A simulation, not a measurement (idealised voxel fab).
This is a process module. Its name is voxel self aligned vias.
We display cut, a cross-section 180 nm in width whose square cells are each 5 nm.
How to read a cross-section here: the picture is a grid of square cells, written as bands going from the top down, and any band can span one or more rows of cells.
For a band, the entry starts with two heights in nm, that of the top and then that of the bottom, and carries on with the band's materials in order from left to right, each alongside its width in nm; the word "throughout" beside a single material means it fills the band edge to edge, and "air" means empty space.
Measure heights from 0. That's the level where, below it, the as-received wafer is all one material. The lowest band is bottomless and extends downward; write it as in "0..down".
A two-number width, for instance "30 to 40", indicates that the width is equal to the first number in the top row of the band and to the second number in the bottom row, and that it changes by a constant amount per row of cells.
"changes: none", as given for a step, is the statement that not any cell of the cross-section underwent a change during that step.
"Fully enclosed voids" specifies each empty space that is not open to the top and that occupies no fewer than 8 cells, using the form width x height at distance, the distance measured from the left edge and all three quantities in nm.
Formally, on a step line, whatever follows the settings is a remark that the simulator itself makes on the step.
overlay nm: right-of-plan distance of the mask on a masked step; negative values mean left-of-plan.
**Planned step list for the process**
- 1: op RECEIVE | material Si
- 2: op CONFORMAL_DEP | material SiO2 | thk nm 15
- 3: op CONFORMAL_DEP | material SiCN | thk nm 5
- 4: op DIRECTIONAL_DEP | material lowk | thk nm 25
- 5: op DIRECTIONAL_DEP | material aC | thk nm 10
- 6: op PATTERN | tone open | mask id LINES | material resist | width nm 20 | pitch nm 55 | thk nm 25 | overlay nm 0
- 7: op DIRECTIONAL_ETCH | etch materials aC | depth nm 10
- 8: op STRIP | etch materials resist
- 9: op DIRECTIONAL_ETCH | etch materials lowk | depth nm 25
- 10: op STRIP | etch materials aC
- 11: op CONFORMAL_DEP | material TiN | thk nm 5
- 12: op FILL_DEP | material Ru | thk nm 5
- 13: op CMP | height nm 45
- 14: op SELECTIVE_ETCH | etch materials W Ru TiN | depth nm 5
- 15: op FILL_DEP | material SiN | thk nm 10
- 16: op CMP | height nm 45
- 17: op DIRECTIONAL_DEP | material lowk | thk nm 15
- 18: op PATTERN | tone open | mask id VIAS | material resist | width nm 40 | pitch nm 55 | thk nm 15 | overlay nm 0
- 19: op DIRECTIONAL_ETCH | etch materials lowk | depth nm 15
- 20: op DIRECTIONAL_ETCH | etch materials SiN | depth nm 5
- 21: op STRIP | etch materials resist
- 22: op CONFORMAL_DEP | material TiN | thk nm 5
- 23: op FILL_DEP | material W | thk nm 10
- 24: op CMP | height nm 60
- 25: op CONFORMAL_DEP | material SiN | thk nm 5
**Here's what the wafer looked like in cross-section when it arrived - that's after step 1**
	0..down = Si throughout
	Fully enclosed voids: none
**This is how the wafer looks in cross-section once the module is done, given the starting state and plan above and one mistake in carrying the plan out**
	65..60 = SiN throughout
	60..50 = 15 nm lowk, 5 nm TiN, 30 nm W, 5 nm TiN, 15 nm lowk, 5 nm TiN, 30 nm W, 5 nm TiN, 15 nm lowk, 5 nm TiN, 30 nm W, 5 nm TiN, 15 nm lowk
	50..45 = 15 nm lowk, 15 nm TiN, 10 nm W, 15 nm TiN, 15 nm lowk, 15 nm TiN, 10 nm W, 15 nm TiN, 15 nm lowk, 15 nm TiN, 10 nm W, 15 nm TiN, 15 nm lowk
	45..35 = 25 nm lowk, 20 nm TiN, 35 nm lowk, 20 nm TiN, 35 nm lowk, 20 nm TiN, 25 nm lowk
	35..30 = SiCN throughout
	30..0 = SiO2 throughout
	0..down = Si throughout
	Fully enclosed voids: none
The plan and the run diverged here: the plan's step 2 ran twice
